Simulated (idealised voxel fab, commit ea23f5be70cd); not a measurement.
The process module that follows is named voxel ribs on slabs.
Displayed cross-section: cut, width of 200 nm, square cells sized 5 nm.
Notation: cross-section as square-cell grid; stated in bands, top first, going down; one or more cell rows per band.
What a band's entry tells you: where the top is and where the bottom is, as heights in nm, and after that what lies inside, material by material from left to right, each with its width in nm. Empty space is written as the word "blank", and a single material marked with the word "full width" occupies the band from edge to edge.
Zero point of the height axis is 0; under it, received wafer = one material. Lowest band: continues down indefinitely, "0 nm and below".
You'd read "30 to 40" like this: the band's top row of cells is as wide as the first number, its bottom row is as wide as the second, and going down, every row changes width by the same amount as the row before did.
No cell of the cross-section changed in a step that is given as "identical to before".
Each empty space that has no open way to the top and spans at least 8 cells appears under "Sealed-off cavities" as width x height at distance, the distance counted from the left edge, all in nm.
Whatever follows a step's settings on its line is a remark the simulator itself makes about that step.
The optional step-line setting "overlay nm" applies to steps with a mask and quantifies how far to the right of its planned location the mask lay, a negative value indicating leftward placement.

HERE'S WHAT THE PLANNED PROCESS STEPS LOOK LIKE
1,RECEIVE (material Si)
2,DIRECTIONAL_DEP (material SiO2; thk nm 25)
3,DIRECTIONAL_DEP (material SiN; thk nm 25)
4,MASKED_ETCH (tone cover; mask id RIB; width nm 25; etch materials SiN; depth nm 20; overlay nm 0)
5,DIRECTIONAL_DEP (material aC; thk nm 15)
6,PATTERN (tone cover; mask id SLAB; material resist; width nm 55; thk nm 30; overlay nm 0)
7,DIRECTIONAL_ETCH (etch materials aC; depth nm 15)
8,STRIP (etch materials resist)
9,DIRECTIONAL_ETCH (etch materials SiN; depth nm 5)
10,STRIP (etch materials aC)
11,FILL_DEP (material SiO2; thk nm 20)
12,CMP (height nm 60)
13,DIRECTIONAL_DEP (material W; thk nm 5)
14,MASKED_ETCH (tone cover; mask id HEATER; width nm 25; etch materials W; depth nm 5; overlay nm 0)
15,CONFORMAL_DEP (material SiN; thk nm 10)
varied across the wafers: width nm of step 14. The plan shows the first wafer's value. All wafers start alike

CROSS-SECTION OF THE FIRST OF SEVERAL WAFERS AS RECEIVED (AFTER STEP 1)
> 0 nm and below: Si full width
> Sealed-off cavities: none

WAFER ROWS; END OF MODULE; CELLS PER MATERIAL SINCE RECEIPT: (+) GAINED, (-) LOST; THEN CLOSED VOIDS
width nm 25, +115 SiN, +449 SiO2, +5 W, Sealed-off cavities: none
width nm 30, +115 SiN, +449 SiO2, +6 W, Sealed-off cavities: none
width nm 35, +115 SiN, +449 SiO2, +7 W, Sealed-off cavities: none
width nm 40, +115 SiN, +449 SiO2, +8 W, Sealed-off cavities: none
width nm 45, +115 SiN, +449 SiO2, +9 W, Sealed-off cavities: none
width nm 50, +115 SiN, +449 SiO2, +10 W, Sealed-off cavities: none
